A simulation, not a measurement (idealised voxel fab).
This is a process module. Its name is voxel gate over fins.
Each square cell in cross-section cut measures 5 nm, and the section as a whole is 250 nm wide.
This document writes a cross-section as a grid whose cells are square, and gives it as bands, listed from the top down; one or more rows of cells form a band. Basically the band line says how high the top is and how high the bottom is, in nm, and then what's in it from left to right, every material with its width in nm. Empty space shows up as "empty", and if a single material carries "throughout" it runs the full band edge to edge. Height is counted from the level 0, under which the received wafer is composed throughout of one material. The lowest of the bands is not closed at the bottom but continues downward, in the notation "0 -> down". A width such as "30->40" changes by the same amount from each row of cells to the next, from the band's top row to its bottom row. "left unchanged" (step): cross-section cells unchanged, all of them. Closed empty spaces (no open way to the top) of 8 cells or more are what "Catalogued sealed voids" lists, each as width x height at distance from the left edge, nm for all three. What comes after the settings on a step's line is commentary from the simulator itself on that step. You can add "overlay nm" to a step's line. For a step with a mask, it describes how far the mask lay to the right of its planned position, and a negative number describes a lay to the left.
# Set out below are the planned steps of the process
| 1 | RECEIVE [material Si] |
| 2 | CONFORMAL_DEP [material SiN] [thk nm 10] |
| 3 | DIRECTIONAL_DEP [material aC] [thk nm 15] |
| 4 | PATTERN [tone cover] [mask id FINS] [material resist] [width nm 15] [pitch nm 35] [thk nm 35] [overlay nm 0] |
| 5 | DIRECTIONAL_ETCH [etch materials aC] [depth nm 15] |
| 6 | STRIP [etch materials resist] |
| 7 | DIRECTIONAL_ETCH [etch materials SiN] [depth nm 10] |
| 8 | DIRECTIONAL_ETCH [etch materials Si] [depth nm 30] |
| 9 | STRIP [etch materials aC] |
| 10 | OXIDIZE [depth nm 5] |
| 11 | FILL_DEP [material SiO2] [thk nm 5] |
| 12 | CMP [height nm 10] |
| 13 | SELECTIVE_ETCH [etch materials SiO2] [depth nm 25] |
| 14 | STRIP [etch materials SiN] |
| 15 | CONFORMAL_DEP [material HfO2] [thk nm 5] |
| 16 | CONFORMAL_DEP [material TiN] [thk nm 5] |
| 17 | FILL_DEP [material W] [thk nm 15] |
| 18 | CMP [height nm 20] |
| 19 | CONFORMAL_DEP [material SiCN] [thk nm 5] |
# As-received wafer cross-section (after step 1)
- 0 -> down  Si throughout
- Catalogued sealed voids: none
# Here's the wafer cut in cross-section after the module, started and planned just like above, except one thing was done wrong in the run
- 25 -> 20  SiCN throughout
- 20 -> 10  W throughout
- 10 -> 5  TiN: 105; W: 5; TiN: 30; W: 5; TiN: 105
- 5 -> 0  HfO2: 100; TiN: 5; W: 5; TiN: 5; HfO2: 20; TiN: 5; W: 5; TiN: 5; HfO2: 100
- 0 -> -5  Si: 95; HfO2: 5; TiN: 5; W: 5; TiN: 5; HfO2: 5; Si: 10; HfO2: 5; TiN: 5; W: 5; TiN: 5; HfO2: 5; Si: 95
- -5 -> -10  Si: 95; HfO2: 5; TiN: 15; HfO2: 5; Si: 10; HfO2: 5; TiN: 15; HfO2: 5; Si: 95
- -10 -> -15  Si: 95; HfO2: 25; Si: 10; HfO2: 25; Si: 95
- -15 -> -35  Si: 95; SiO2: 25; Si: 10; SiO2: 25; Si: 95
- -35 -> down  Si throughout
- Catalogued sealed voids: none
What went wrong in running the wafer? it should be noted that step 4 was executed with settings other than those planned, the operation and settings actually applied being PATTERN [tone open] [mask id FINS] [material resist] [width nm 15] [pitch nm 35] [thk nm 35] [overlay nm 0]
